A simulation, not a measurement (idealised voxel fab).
Name of the process module below: voxel local oxidation
Each square cell in cross-section cut measures 5 nm, and the section as a whole is 180 nm wide.
We lay out every cross-section as a grid of square cells and spell it out in bands from the top down, where one band means one or more rows of cells.
A band entry consists of two parts. The first gives the height of the band's top and the height of its bottom, in nm. The rest lists the band's materials from left to right, each with its width in nm. A single material labelled with the word "full width" fills the band from edge to edge, and the word "air" marks empty space.
Beneath 0, the wafer as received is one material, and that level is where height counting begins. The lowest band goes on downward without a bottom; it is written like "z 0 and below".
Top row gets the first number, bottom row gets the second, and each row in between changes by the same step: that is how a band width like "30..40" works.
Key: "changes: none" - step with no changed cell in the cross-section.
The list in "Closed void inventory" covers empty spaces of 8 cells or more that cannot reach the top through any open way, and it gives each as width x height at distance; the distance is from the left edge, and width, height and distance are in nm.
On each step's line, the part that comes after the settings is the simulator's own comment on the step.
On any step carrying a mask, the "overlay nm" setting, if present on the step's line, tells how far right of its planned place the mask lay; negative values point to the left.
### Process steps (planned)
1: RECEIVE [material Si]
2: OXIDIZE [depth nm 5]
3: CONFORMAL_DEP [material SiN] [thk nm 15]
4: PATTERN [tone cover] [mask id ACTIVE] [material resist] [width nm 120] [thk nm 20] [overlay nm 0]
5: DIRECTIONAL_ETCH [etch materials SiN] [depth nm 15]
6: STRIP [etch materials resist]
7: SELECTIVE_ETCH [etch materials SiO2] [depth nm 5]
8: OXIDIZE [depth nm 15]
9: STRIP [etch materials SiN]
Among the wafers covered here, the point of difference is the width nm at step 4; their starting state is shared, and the plan presents the value of the first wafer.
### First of several wafers (as received, post step 1), cross-sectional view
* z 0 and below  Si full width
* Closed void inventory: none
### For your reference, the table is organized with a row per wafer; each row reflects the wafer at the end of the module, indicating for each material the cells gained (+) or lost (-) since receipt, and thereafter its closed voids
width nm 120, -96 Si, +82 SiO2, Closed void inventory: none
width nm 125, -93 Si, +80 SiO2, Closed void inventory: none
width nm 130, -90 Si, +78 SiO2, Closed void inventory: none
width nm 135, -87 Si, +76 SiO2, Closed void inventory: none
width nm 140, -84 Si, +74 SiO2, Closed void inventory: none
width nm 145, -81 Si, +72 SiO2, Closed void inventory: none
